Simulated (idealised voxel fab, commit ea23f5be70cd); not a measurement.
process module | voxel self aligned vias
cross-section cut | 225 nm wide | cells 5 nm
A cross-section is a grid of square cells, given in bands from the top down. A band is one or more rows of cells.
Each band's line starts with the height of the band's top and of its bottom, in nm. Then come its materials from left to right, each with its width in nm. One material with "throughout" fills the band from edge to edge. "air" is empty space.
Height 0 is the level under which the wafer as received is all one material. The lowest band goes on downwards, as in "0 down".
A width such as "30 to 40" changes by the same amount from each row of cells to the next, from the band's top row to its bottom row.
"no change" after a step means that no cell of the cross-section changed.
closed voids: empty space of 8 cells or more with no open way to the top, each as width x height at its distance from the left edge, in nm
after a step's settings: what the simulator itself notes on the step
overlay nm, on a step with a mask: how far to the right of its planned place the mask lay; to the left if negative
plan
1 op RECEIVE | material Si
2 op CONFORMAL_DEP | material SiO2 | thk nm 15
3 op CONFORMAL_DEP | material SiCN | thk nm 5
4 op DIRECTIONAL_DEP | material lowk | thk nm 25
5 op DIRECTIONAL_DEP | material aC | thk nm 10
6 op PATTERN | tone open | mask id LINES | material resist | width nm 20 | pitch nm 65 | thk nm 25 | overlay nm 0
7 op DIRECTIONAL_ETCH | etch materials aC | depth nm 10
8 op STRIP | etch materials resist
9 op DIRECTIONAL_ETCH | etch materials lowk | depth nm 25
10 op STRIP | etch materials aC
11 op CONFORMAL_DEP | material TiN | thk nm 5
12 op FILL_DEP | material Ru | thk nm 10
13 op CMP | height nm 45
14 op SELECTIVE_ETCH | etch materials W Ru TiN | depth nm 5
15 op FILL_DEP | material SiN | thk nm 10
16 op CMP | height nm 45
17 op DIRECTIONAL_DEP | material lowk | thk nm 15
18 op DIRECTIONAL_DEP | material aC | thk nm 15
19 op PATTERN | tone open | mask id VIAS | material resist | width nm 40 | pitch nm 130 | thk nm 30 | overlay nm 0
20 op DIRECTIONAL_ETCH | etch materials aC | depth nm 15
21 op STRIP | etch materials resist
22 op DIRECTIONAL_ETCH | etch materials lowk | depth nm 15
23 op DIRECTIONAL_ETCH | etch materials SiN | depth nm 5
24 op STRIP | etch materials aC
25 op CONFORMAL_DEP | material TiN | thk nm 5
26 op FILL_DEP | material Cu | thk nm 5
27 op CMP | height nm 60
28 op CONFORMAL_DEP | material SiN | thk nm 5
first wafer, as planned
as received, after step 1
  0 down: Si throughout
  closed voids: none
after step 2
  15 to 0: SiO2 throughout
  below 0: unchanged
after step 3
  20 to 15: SiCN throughout
  below 15: unchanged
after step 4
  45 to 20: lowk throughout
  below 20: unchanged
after step 5
  55 to 45: aC throughout
  below 45: unchanged
after step 6
  80 to 55: resist 35 | air 20 | resist 45 | air 20 | resist 45 | air 20 | resist 40
  below 55: unchanged
after step 7
  70 to 55: resist 35 | air 20 | resist 45 | air 20 | resist 45 | air 20 | resist 40
  55 to 45: aC 35 | air 20 | aC 45 | air 20 | aC 45 | air 20 | aC 40
  below 45: unchanged
after step 8
  55 to 45: aC 35 | air 20 | aC 45 | air 20 | aC 45 | air 20 | aC 40
  below 45: unchanged
after step 9
  55 to 45: aC 35 | air 20 | aC 45 | air 20 | aC 45 | air 20 | aC 40
  45 to 20: lowk 35 | air 20 | lowk 45 | air 20 | lowk 45 | air 20 | lowk 40
  below 20: unchanged
after step 10
  45 to 20: lowk 35 | air 20 | lowk 45 | air 20 | lowk 45 | air 20 | lowk 40
  below 20: unchanged
after step 11
  50 to 45: TiN 40 | air 10 | TiN 55 | air 10 | TiN 55 | air 10 | TiN 45
  45 to 25: lowk 35 | TiN 5 | air 10 | TiN 5 | lowk 45 | TiN 5 | air 10 | TiN 5 | lowk 45 | TiN 5 | air 10 | TiN 5 | lowk 40
  25 to 20: lowk 35 | TiN 20 | lowk 45 | TiN 20 | lowk 45 | TiN 20 | lowk 40
  below 20: unchanged
after step 12
  60 to 50: Ru throughout
  50 to 45: TiN 40 | Ru 10 | TiN 55 | Ru 10 | TiN 55 | Ru 10 | TiN 45
  45 to 25: lowk 35 | TiN 5 | Ru 10 | TiN 5 | lowk 45 | TiN 5 | Ru 10 | TiN 5 | lowk 45 | TiN 5 | Ru 10 | TiN 5 | lowk 40
  below 25: unchanged
after step 13
  45 to 25: lowk 35 | TiN 5 | Ru 10 | TiN 5 | lowk 45 | TiN 5 | Ru 10 | TiN 5 | lowk 45 | TiN 5 | Ru 10 | TiN 5 | lowk 40
  below 25: unchanged
after step 14
  45 to 40: lowk 35 | air 20 | lowk 45 | air 20 | lowk 45 | air 20 | lowk 40
  below 40: unchanged
after step 15
  55 to 45: SiN throughout
  45 to 40: lowk 35 | SiN 20 | lowk 45 | SiN 20 | lowk 45 | SiN 20 | lowk 40
  below 40: unchanged
after step 16
  45 to 40: lowk 35 | SiN 20 | lowk 45 | SiN 20 | lowk 45 | SiN 20 | lowk 40
  below 40: unchanged
after step 17
  60 to 45: lowk throughout
  below 45: unchanged
after step 18
  75 to 60: aC throughout
  below 60: unchanged
after step 19
  105 to 75: resist 25 | air 40 | resist 90 | air 40 | resist 30
  below 75: unchanged
after step 20
  90 to 75: resist 25 | air 40 | resist 90 | air 40 | resist 30
  75 to 60: aC 25 | air 40 | aC 90 | air 40 | aC 30
  below 60: unchanged
after step 21
  75 to 60: aC 25 | air 40 | aC 90 | air 40 | aC 30
  below 60: unchanged
after step 22
  75 to 60: aC 25 | air 40 | aC 90 | air 40 | aC 30
  60 to 45: lowk 25 | air 40 | lowk 90 | air 40 | lowk 30
  below 45: unchanged
after step 23
  75 to 60: aC 25 | air 40 | aC 90 | air 40 | aC 30
  60 to 45: lowk 25 | air 40 | lowk 90 | air 40 | lowk 30
  45 to 40: lowk 35 | air 20 | lowk 45 | SiN 20 | lowk 45 | air 20 | lowk 40
  below 40: unchanged
after step 24
  60 to 45: lowk 25 | air 40 | lowk 90 | air 40 | lowk 30
  below 45: unchanged
after step 25
  65 to 60: TiN 30 | air 30 | TiN 100 | air 30 | TiN 35
  60 to 50: lowk 25 | TiN 5 | air 30 | TiN 5 | lowk 90 | TiN 5 | air 30 | TiN 5 | lowk 30
  50 to 45: lowk 25 | TiN 15 | air 10 | TiN 15 | lowk 90 | TiN 15 | air 10 | TiN 15 | lowk 30
  45 to 40: lowk 35 | TiN 20 | lowk 45 | SiN 20 | lowk 45 | TiN 20 | lowk 40
  below 40: unchanged
after step 26
  70 to 65: Cu throughout
  65 to 60: TiN 30 | Cu 30 | TiN 100 | Cu 30 | TiN 35
  60 to 50: lowk 25 | TiN 5 | Cu 30 | TiN 5 | lowk 90 | TiN 5 | Cu 30 | TiN 5 | lowk 30
  50 to 45: lowk 25 | TiN 15 | Cu 10 | TiN 15 | lowk 90 | TiN 15 | Cu 10 | TiN 15 | lowk 30
  below 45: unchanged
after step 27
  60 to 50: lowk 25 | TiN 5 | Cu 30 | TiN 5 | lowk 90 | TiN 5 | Cu 30 | TiN 5 | lowk 30
  below 50: unchanged
after step 28
  65 to 60: SiN throughout
  below 60: unchanged
second wafer: like start, like plan, one mistake. Through step 26 it matches the first wafer
when step 27 should have ended
  55 to 45: lowk 25 | TiN 5 to 15 | Cu 30 to 10 | TiN 5 to 15 | lowk 90 | TiN 5 to 15 | Cu 30 to 10 | TiN 5 to 15 | lowk 30
  below 45: unchanged
when step 28 should have ended
  60 to 55: SiN throughout
  below 55: unchanged
what went wrong: step 27 ran as: op CMP | height nm 55
at the end the second wafer has, in cells: 12 fewer of Cu | 4 fewer of TiN | 29 fewer of lowk
